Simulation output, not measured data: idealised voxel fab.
process module | voxel gate over fins
cross-section cut | 250 nm wide | cells 5 nm
A cross-section is a grid of square cells, given in bands from the top down. A band is one or more rows of cells.
Each band's line starts with the height of the band's top and of its bottom, in nm. Then come its materials from left to right, each with its width in nm. One material with "throughout" fills the band from edge to edge. "air" is empty space.
Height 0 is the level under which the wafer as received is all one material. The lowest band goes on downwards, as in "0 down".
A width such as "30 to 40" changes by the same amount from each row of cells to the next, from the band's top row to its bottom row.
"no change" after a step means that no cell of the cross-section changed.
closed voids: empty space of 8 cells or more with no open way to the top, each as width x height at its distance from the left edge, in nm
after a step's settings: what the simulator itself notes on the step
overlay nm, on a step with a mask: how far to the right of its planned place the mask lay; to the left if negative
plan
1 op RECEIVE | material Si
2 op CONFORMAL_DEP | material SiN | thk nm 10
3 op PATTERN | tone cover | mask id FINS | material resist | width nm 15 | pitch nm 35 | thk nm 20 | overlay nm 0
4 op DIRECTIONAL_ETCH | etch materials SiN | depth nm 10
5 op DIRECTIONAL_ETCH | etch materials Si | depth nm 35
6 op STRIP | etch materials resist
7 op FILL_DEP | material SiO2 | thk nm 10
8 op CMP | height nm 10
9 op SELECTIVE_ETCH | etch materials SiO2 | depth nm 25
10 op STRIP | etch materials SiN
11 op CONFORMAL_DEP | material HfO2 | thk nm 5
12 op CONFORMAL_DEP | material TiN | thk nm 5
13 op CONFORMAL_DEP | material TiAl | thk nm 5
14 op CONFORMAL_DEP | material TiN | thk nm 5
15 op FILL_DEP | material W | thk nm 10
16 op CMP | height nm 25
17 op CONFORMAL_DEP | material SiN | thk nm 5
as received, after step 1
  0 down: Si throughout
  closed voids: none
a wafer at the end: this start, this plan, one mistake
  30 to 25: SiN throughout
  25 to 15: W throughout
  15 to 10: W 85 | TiN 80 | W 85
  10 to 5: W 85 | TiN 5 | TiAl 70 | TiN 5 | W 85
  5 to 0: W 85 | TiN 5 | TiAl 5 | TiN 25 | TiAl 10 | TiN 25 | TiAl 5 | TiN 5 | W 85
  0 to -5: TiN 90 | TiAl 5 | TiN 5 | Si 15 | TiN 5 | TiAl 10 | TiN 5 | Si 15 | TiN 5 | TiAl 5 | TiN 90
  -5 to -10: TiAl 95 | TiN 5 | Si 15 | TiN 5 | TiAl 10 | TiN 5 | Si 15 | TiN 5 | TiAl 95
  -10 to -15: TiN 100 | Si 15 | TiN 20 | Si 15 | TiN 100
  -15 to -35: SiO2 100 | Si 15 | SiO2 20 | Si 15 | SiO2 100
  -35 down: Si throughout
  closed voids: none
what went wrong: step 11 was left out
